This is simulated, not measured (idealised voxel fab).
The process module presented herein is designated voxel transistor to metal.
Cross-section cut spans 180 nm and uses square cells 5 nm in size.
In this document a cross-section is written as a grid of square cells. It is given as a series of bands, listed from the top down, and a band is one or more rows of cells.
The band entry comprises the height of the band's top followed by the height of its bottom, expressed in nm, and subsequently the band's materials from left to right, each stated together with its width in nm. Where a single material is marked with the word "edge to edge", that material fills the band from edge to edge. The word "empty" represents empty space.
Height reference: 0 = level under which incoming wafer is all one material. Lowest band: no bottom, runs on downward, e.g. "0 -> down".
It should be noted that a width expressed as "30..40" varies in equal increments from row to row of cells within the band, taking the value of the first number at the top row and that of the second number at the bottom row.
"nothing was modified" (step): cross-section cells unchanged, all of them.
Look at "Voids lacking openings" for the closed voids: empty spaces with no open path to the top, sized 8 cells or up. Each is width x height at distance, distance from the left edge, all nm.
after a step's settings: what the simulator itself notes on the step
overlay nm: for a step with a mask, the amount by which the mask lay right of where it was planned; a negative amount means left of it.

[Process steps foreseen in the plan]
1,RECEIVE | material Si
2,CONFORMAL_DEP | material SiO2 | thk nm 5
3,CONFORMAL_DEP | material SiN | thk nm 10
4,PATTERN | tone cover | mask id ACTIVE | material resist | width nm 105 | thk nm 20 | overlay nm 0
5,DIRECTIONAL_ETCH | etch materials SiN | depth nm 10
6,DIRECTIONAL_ETCH | etch materials SiO2 | depth nm 5
7,DIRECTIONAL_ETCH | etch materials Si | depth nm 20
8,STRIP | etch materials resist
9,OXIDIZE | depth nm 5
10,FILL_DEP | material SiO2 | thk nm 10
11,CMP | height nm 15
12,SELECTIVE_ETCH | etch materials SiO2 | depth nm 5
13,STRIP | etch materials SiN
14,SELECTIVE_ETCH | etch materials SiO2 | depth nm 5
15,OXIDIZE | depth nm 5
16,DIRECTIONAL_DEP | material polySi | thk nm 20
17,DIRECTIONAL_DEP | material SiCN | thk nm 10
18,PATTERN | tone cover | mask id GATE | material resist | width nm 25 | thk nm 20 | overlay nm 0
19,DIRECTIONAL_ETCH | etch materials SiCN | depth nm 20
20,DIRECTIONAL_ETCH | etch materials polySi | depth nm 30
21,STRIP | etch materials resist
22,CONFORMAL_DEP | material SiN | thk nm 10
23,DIRECTIONAL_ETCH | etch materials SiN | depth nm 10
24,DIRECTIONAL_ETCH | etch materials SiO2 | depth nm 5
25,DIRECTIONAL_ETCH | etch materials Si | depth nm 10
26,EPI | material nSi | thk nm 10
27,FILL_DEP | material SiO2 | thk nm 10
28,CMP | height nm 30
29,DIRECTIONAL_DEP | material SiO2 | thk nm 10
30,DIRECTIONAL_DEP | material aC | thk nm 15
31,PATTERN | tone open | mask id CONTACT | material resist | width nm 25 | pitch nm 60 | thk nm 35 | overlay nm 0
32,DIRECTIONAL_ETCH | etch materials aC | depth nm 15
33,STRIP | etch materials resist
34,DIRECTIONAL_ETCH | etch materials SiO2 | depth nm 45
35,STRIP | etch materials aC
36,CONFORMAL_DEP | material TiN | thk nm 5
37,FILL_DEP | material Ru | thk nm 10
38,CMP | height nm 40
39,DIRECTIONAL_DEP | material TiN | thk nm 5
40,DIRECTIONAL_DEP | material W | thk nm 25
41,DIRECTIONAL_DEP | material aC | thk nm 15
42,PATTERN | tone cover | mask id METAL_1 | material resist | width nm 15 | pitch nm 70 | thk nm 35 | overlay nm 0
43,DIRECTIONAL_ETCH | etch materials aC | depth nm 15
44,STRIP | etch materials resist
45,DIRECTIONAL_ETCH | etch materials W | depth nm 25
46,DIRECTIONAL_ETCH | etch materials TiN | depth nm 5
47,STRIP | etch materials aC
48,CONFORMAL_DEP | material SiN | thk nm 5
49,FILL_DEP | material lowk | thk nm 10
50,CMP | height nm 70
51,CONFORMAL_DEP | material SiCN | thk nm 5
52,DIRECTIONAL_DEP | material lowk | thk nm 30
53,DIRECTIONAL_DEP | material aC | thk nm 15
54,PATTERN | tone open | mask id METAL_2 | material resist | width nm 15 | pitch nm 70 | thk nm 35 | overlay nm 0
55,DIRECTIONAL_ETCH | etch materials aC | depth nm 15
56,STRIP | etch materials resist
57,DIRECTIONAL_ETCH | etch materials lowk | depth nm 15
58,STRIP | etch materials aC
59,MASKED_ETCH | tone open | mask id METAL_2_HOLES | width nm 15 | pitch nm 70 | etch materials lowk | depth nm 15 | overlay nm 0
60,MASKED_ETCH | tone open | mask id METAL_2_HOLES | width nm 15 | pitch nm 70 | etch materials SiCN | depth nm 5 | overlay nm 0
61,CONFORMAL_DEP | material TiN | thk nm 5
62,FILL_DEP | material Cu | thk nm 10
63,CMP | height nm 105
64,CONFORMAL_DEP | material SiCN | thk nm 5

[Cross-section, incoming material, after step 1]
> 0 -> down  Si edge to edge
> Voids lacking openings: none

[What the wafer looks like in cross-section after this module, when it starts as shown above and follows the plan above but one mistake is made in running it]
> 110 -> 105  SiCN edge to edge
> 105 -> 75  lowk 45 nm, TiN 5 nm, Cu 5 nm, TiN 5 nm, lowk 55 nm, TiN 5 nm, Cu 5 nm, TiN 5 nm, lowk 50 nm
> 75 -> 70  SiCN 45 nm, TiN 15 nm, SiCN 55 nm, TiN 15 nm, SiCN 50 nm
> 70 -> 45  lowk 40 nm, SiN 5 nm, W 15 nm, SiN 5 nm, lowk 45 nm, SiN 5 nm, W 15 nm, SiN 5 nm, lowk 45 nm
> 45 -> 40  SiN 45 nm, TiN 15 nm, SiN 55 nm, TiN 15 nm, SiN 50 nm
> 40 -> 30  SiO2 45 nm, TiN 5 nm, Ru 15..10 nm, TiN 5..10 nm, SiO2 35 nm, TiN 5..10 nm, Ru 15..10 nm, TiN 5 nm, SiO2 50 nm
> 30 -> 20  SiO2 45 nm, TiN 5 nm, Ru 10 nm, TiN 5 nm, SiN 10 nm, SiCN 25 nm, SiN 10 nm, TiN 5 nm, Ru 10 nm, TiN 5 nm, SiO2 50 nm
> 20 -> 10  SiO2 45 nm, TiN 5 nm, Ru 10 nm, TiN 5 nm, SiN 10 nm, polySi 25 nm, SiN 10 nm, TiN 5 nm, Ru 10 nm, TiN 5 nm, SiO2 50 nm
> 10 -> 5  SiO2 45 nm, TiN 20 nm, SiN 10 nm, polySi 25 nm, SiN 10 nm, TiN 20 nm, SiO2 50 nm
> 5 -> 0  SiO2 30 nm, SiN 10 nm, SiO2 5 nm, TiN 10 nm, nSi 10 nm, SiN 10 nm, polySi 25 nm, SiN 10 nm, nSi 10 nm, TiN 10 nm, SiO2 5 nm, SiN 10 nm, SiO2 35 nm
> 0 -> -5  SiO2 45 nm, TiN 10 nm, nSi 10 nm, SiO2 45 nm, nSi 10 nm, TiN 10 nm, SiO2 50 nm
> -5 -> -15  SiO2 40 nm, nSi 25 nm, Si 45 nm, nSi 25 nm, SiO2 45 nm
> -15 -> -45  SiO2 40 nm, Si 95 nm, SiO2 45 nm
> -45 -> down  Si edge to edge
> Voids lacking openings: none
Heads up, the wafer didn't run the way we planned it: the plan's step 7 ran twice
